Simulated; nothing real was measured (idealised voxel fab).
Process module in this document: voxel self aligned contacts
The cross-section shown here is cut; it is 230 nm wide and divided into square cells measuring 5 nm on a side.
How to read a cross-section here: the picture is a grid of square cells, written as bands going from the top down, and any band can span one or more rows of cells.
Heights first: top, then bottom, in nm. Then materials, left to right, each with a width in nm. "throughout" on a single material: fills the band edge to edge. "air": empty space.
Height reference: 0 = level under which incoming wafer is all one material. Lowest band: no bottom, runs on downward, e.g. "0 down".
So if you see something like "30..40" for the width, read it as the top row of the band sitting at the first number and the bottom row at the second, with every row in between moving by the same amount as the last.
Any step labelled "left unchanged" changed none of the cells in the cross-section.
The list in "Internal closed voids" covers empty spaces of 8 cells or more that cannot reach the top through any open way, and it gives each as width x height at distance; the distance is from the left edge, and width, height and distance are in nm.
It should be noted that, on the line of a given step, the content following the step's settings is a remark produced by the simulator itself with respect to that step.
Among the settings permitted on a step's line is "overlay nm"; applied to a step with a mask, it specifies the extent to which the mask lay to the right of its planned position, whereas a negative figure signifies a position to the left.
PROCESS STEPS FORESEEN IN THE PLAN
1,op RECEIVE | material Si
2,op CONFORMAL_DEP | material SiO2 | thk nm 5
3,op DIRECTIONAL_DEP | material polySi | thk nm 30
4,op DIRECTIONAL_DEP | material SiN | thk nm 20
5,op PATTERN | tone cover | mask id GATE | material resist | width nm 35 | pitch nm 60 | thk nm 15 | overlay nm 0
6,op DIRECTIONAL_ETCH | etch materials SiN | depth nm 20
7,op DIRECTIONAL_ETCH | etch materials polySi | depth nm 30
8,op STRIP | etch materials resist
9,op CONFORMAL_DEP | material SiN | thk nm 5
10,op DIRECTIONAL_ETCH | etch materials SiN | depth nm 5
11,op FILL_DEP | material SiO2 | thk nm 20
12,op CMP | height nm 65
13,op PATTERN | tone open | mask id CONTACT | material resist | width nm 35 | thk nm 15 | overlay nm 0
14,op DIRECTIONAL_ETCH | etch materials SiO2 | depth nm 65
15,op STRIP | etch materials resist
16,op CONFORMAL_DEP | material TiN | thk nm 5
17,op FILL_DEP | material Ru | thk nm 10
18,op CMP | height nm 65
19,op CONFORMAL_DEP | material SiCN | thk nm 5
WAFER CROSS-SECTION ON RECEIPT, I.E. AFTER STEP 1
    0 down: Si throughout
    Internal closed voids: none
THE CROSS-SECTION SHOWN CORRESPONDS TO THE WAFER AT THE CONCLUSION OF THE MODULE. THE INITIAL STRUCTURE AND THE PROCESS PLAN ARE THOSE PRESENTED ABOVE; HOWEVER, ONE MISTAKE OCCURRED IN EXECUTING THE PLAN
    70 to 65: SiCN throughout
    65 to 55: SiO2: 105  TiN: 5  Ru: 25..5  TiN: 5..25  SiO2: 90
    55 to 35: SiO2: 60  SiN: 45  TiN: 5  Ru: 5  TiN: 5  SiN: 45  SiO2: 65
    35 to 5: SiO2: 60  SiN: 5  polySi: 35  SiN: 5  TiN: 5  Ru: 5  TiN: 5  SiN: 5  polySi: 35  SiN: 5  SiO2: 65
    5 to 0: SiO2: 105  TiN: 15  SiO2: 110
    0 down: Si throughout
    Internal closed voids: none
Heads up, the wafer didn't run the way we planned it: step 13 ran with different settings than intended, the actual operation and settings being op PATTERN | tone open | mask id CONTACT | material resist | width nm 35 | thk nm 15 | overlay nm 10
